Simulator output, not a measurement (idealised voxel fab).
The process module presented herein is designated voxel capacitor over wiring.
For reference, the cross-section in this document is cut, with width 170 nm and square cells of 5 nm.
In what follows, cross-sections appear as grids of square cells, described through bands that run from the top down, where every band is one or more rows of cells.
Quick guide to a band line: top height, bottom height (nm) up front; then every material left to right with its width in nm. Only one material and it's marked "edge to edge"? Then it fills the band edge to edge. And "air" just means empty space.
Height 0 is the level under which the wafer as received is all one material. The lowest band goes on downwards, as in "top 0, no bottom".
When a width is written as two numbers, as in "30 to 40", the first number is the width in the top row of cells of the band and the second is the width in its bottom row, and the width changes by the same amount from each row to the next.
"same as before" for a step: no cell of the cross-section changed in that step.
In the "Entrapped voids" entry, you get each enclosed empty space of 8 cells or more, one with no open way to the top, written width x height at distance, distance from the left edge, in nm.
On a step's line, text after the settings is the simulator commenting on that step.
On any step carrying a mask, the "overlay nm" setting, if present on the step's line, tells how far right of its planned place the mask lay; negative values point to the left.

### plan
| 1 | RECEIVE | material Si |
| 2 | CONFORMAL_DEP | material SiO2 | thk nm 10 |
| 3 | DIRECTIONAL_DEP | material TiN | thk nm 5 |
| 4 | DIRECTIONAL_DEP | material Ru | thk nm 15 |
| 5 | MASKED_ETCH | tone cover | mask id METAL_1 | width nm 20 | pitch nm 80 | etch materials Ru | depth nm 15 | overlay nm 0 |
| 6 | MASKED_ETCH | tone cover | mask id METAL_1 | width nm 20 | pitch nm 80 | etch materials TiN | depth nm 5 | overlay nm 0 |
| 7 | FILL_DEP | material SiO2 | thk nm 5 |
| 8 | CMP | height nm 30 |
| 9 | CONFORMAL_DEP | material SiCN | thk nm 5 |
| 10 | DIRECTIONAL_DEP | material SiO2 | thk nm 10 |
| 11 | DIRECTIONAL_DEP | material aC | thk nm 10 |
| 12 | PATTERN | tone open | mask id PLUG_1 | material resist | width nm 15 | thk nm 25 | overlay nm 0 |
| 13 | DIRECTIONAL_ETCH | etch materials aC | depth nm 10 |
| 14 | STRIP | etch materials resist |
| 15 | DIRECTIONAL_ETCH | etch materials SiO2 | depth nm 10 |
| 16 | DIRECTIONAL_ETCH | etch materials SiCN | depth nm 5 |
| 17 | STRIP | etch materials aC |
| 18 | CONFORMAL_DEP | material TiN | thk nm 5 |
| 19 | FILL_DEP | material Cu | thk nm 5 |
| 20 | CMP | height nm 45 |
| 21 | DIRECTIONAL_DEP | material TiN | thk nm 10 |
| 22 | DIRECTIONAL_DEP | material Al2O3 | thk nm 5 |
| 23 | DIRECTIONAL_DEP | material TiN | thk nm 10 |
| 24 | MASKED_ETCH | tone cover | mask id UPPER_PLATE | width nm 65 | etch materials TiN | depth nm 10 | overlay nm 0 |
| 25 | MASKED_ETCH | tone cover | mask id UPPER_PLATE | width nm 65 | etch materials Al2O3 | depth nm 5 | overlay nm 0 |
| 26 | PATTERN | tone cover | mask id LOWER_PLATE | material resist | width nm 75 | thk nm 20 | overlay nm 0 |
| 27 | DIRECTIONAL_ETCH | etch materials TiN | depth nm 10 |
| 28 | STRIP | etch materials resist |
| 29 | FILL_DEP | material SiO2 | thk nm 15 |
| 30 | CMP | height nm 80 |
| 31 | PATTERN | tone open | mask id PLUG_2 | material resist | width nm 15 | thk nm 20 | overlay nm 0 |
| 32 | DIRECTIONAL_ETCH | etch materials SiO2 | depth nm 10 |
| 33 | STRIP | etch materials resist |
| 34 | CONFORMAL_DEP | material TiN | thk nm 5 |
| 35 | FILL_DEP | material Ru | thk nm 10 |
| 36 | CMP | height nm 80 |
| 37 | CONFORMAL_DEP | material SiN | thk nm 5 |

### The cross-section here shows the wafer as received, i.e. in its state after step 1
- top 0, no bottom  Si edge to edge
- Entrapped voids: none

### As-planned run: cross-section of the first of two wafers at end of module
- top 85, bottom 80  SiN edge to edge
- top 80, bottom 75  SiO2=50, TiN=5, Ru=5, TiN=5, SiO2=105
- top 75, bottom 70  SiO2=50, TiN=15, SiO2=105
- top 70, bottom 60  SiO2=40, TiN=65, SiO2=65
- top 60, bottom 55  SiO2=40, Al2O3=65, SiO2=65
- top 55, bottom 45  SiO2=35, TiN=75, SiO2=60
- top 45, bottom 35  SiO2=40, TiN=5, Cu=5, TiN=5, SiO2=115
- top 35, bottom 30  SiCN=40, TiN=15, SiCN=115
- top 30, bottom 15  SiO2=35, Ru=20, SiO2=60, Ru=20, SiO2=35
- top 15, bottom 10  SiO2=35, TiN=20, SiO2=60, TiN=20, SiO2=35
- top 10, bottom 0  SiO2 edge to edge
- top 0, no bottom  Si edge to edge
- Entrapped voids: none

### Wafer two (of two), end-of-module cross-section: start = wafer one, plan = wafer one, one run mistake
- top 85, bottom 80  SiN edge to edge
- top 80, bottom 75  SiO2=50, TiN=5, Ru=5, TiN=5, SiO2=105
- top 75, bottom 70  SiO2=50, TiN=15, SiO2=105
- top 70, bottom 60  SiO2=40, TiN=65, SiO2=65
- top 60, bottom 55  SiO2=40, Al2O3=65, SiO2=65
- top 55, bottom 45  SiO2=35, TiN=75, SiO2=60
- top 45, bottom 35  SiO2=40, TiN=5, Cu=5, TiN=5, SiO2=115
- top 35, bottom 30  SiCN=40, TiN=15, SiCN=115
- top 30, bottom 15  SiO2=35, Ru=20, SiO2=60, Ru=20, SiO2=35
- top 15, bottom 10  SiO2=35, TiN=20, SiO2=60, TiN=20, SiO2=35
- top 10, bottom 0  Cu edge to edge
- top 0, no bottom  Si edge to edge
- Entrapped voids: none
In executing the process, a mistake was made relative to the plan: step 2 deviated from plan and actually ran as CONFORMAL_DEP | material Cu | thk nm 10
Heads up, by the end the second wafer has more or fewer cells of some materials compared to the first: Cu: 68 more | SiO2: 68 fewer
